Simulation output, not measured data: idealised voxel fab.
You're looking at the process module voxel tone inversion.
190 nm wide, 5 nm square cells: that's cross-section cut.
Bands, listed from the top down, are how a cross-section gets written in this document; the cross-section itself is a grid of square cells, and a band is one or more rows of them. Each band's line starts with the height of the band's top and of its bottom, in nm. Then come its materials from left to right, each with its width in nm. One material with "full width" fills the band from edge to edge. "empty" is empty space. Convention: height 0 is the level below which the wafer, as received, is all one material. The lowest band does not terminate at the bottom but continues downward, represented as "0..down". Note: "30..40" means the width goes from the first number (top row of the band) to the second number (bottom row) in equal steps per row of cells. A step reported as "no modification" is a step in which no cell of the cross-section changed. Basically, "Sealed void listing" tells you about the enclosed voids: empty spaces with no open way to the top, 8 cells or bigger, each written width x height at distance, where distance is from the left edge, all in nm. Where a step's line continues beyond its settings, the continuation is a remark by the simulator itself on that step. overlay nm: mask offset rightward from planned place, masked step; negative means leftward offset.

Steps in the process plan
| 1 | RECEIVE [material Si] |
| 2 | CONFORMAL_DEP [material SiN] [thk nm 5] |
| 3 | DIRECTIONAL_DEP [material aC] [thk nm 10] |
| 4 | PATTERN [tone cover] [mask id POSTS] [material resist] [width nm 25] [pitch nm 50] [thk nm 30] [overlay nm 0] |
| 5 | DIRECTIONAL_ETCH [etch materials aC] [depth nm 20] |
| 6 | STRIP [etch materials resist] |
| 7 | FILL_DEP [material lowk] [thk nm 10] |
| 8 | CMP [height nm 25] |
| 9 | STRIP [etch materials aC] |
| 10 | CONFORMAL_DEP [material TiN] [thk nm 5] |
| 11 | FILL_DEP [material W] [thk nm 10] |
| 12 | CMP [height nm 25] |
| 13 | CONFORMAL_DEP [material SiCN] [thk nm 5] |
The value of thk nm given for step 3 in the plan refers to the first wafer; the wafers vary in this setting and are alike at the start.

Cross-section: the first of several wafers in its as-received state, i.e. following step 1
> 0..down  Si full width
> Sealed void listing: none

First of several wafers in cross-section at module end, following the final step, step 13
> 30..25  SiCN full width
> 25..15  lowk full width
> 15..5  lowk 55 nm; aC 25 nm; lowk 25 nm; aC 25 nm; lowk 60 nm
> 5..0  SiN full width
> 0..down  Si full width
> Sealed void listing: none

End of module: cross-section, last of several wafers
> 30..25  SiCN full width
> 25..10  lowk 55 nm; TiN 5 nm; W 15 nm; TiN 5 nm; lowk 25 nm; TiN 5 nm; W 15 nm; TiN 5 nm; lowk 60 nm
> 10..5  lowk 55 nm; TiN 25 nm; lowk 25 nm; TiN 25 nm; lowk 60 nm
> 5..0  SiN full width
> 0..down  Si full width
> Sealed void listing: none

Each row below is a wafer at the end of the module, listing for every material the number of cells it has gained (+) or lost (-) since it was received, followed by its closed voids
thk nm 10; +38 SiCN; +38 SiN; +20 aC; +132 lowk; Sealed void listing: none
thk nm 15; +38 SiCN; +38 SiN; +30 aC; +122 lowk; Sealed void listing: none
thk nm 20; +38 SiCN; +38 SiN; +22 TiN; +18 W; +112 lowk; Sealed void listing: none
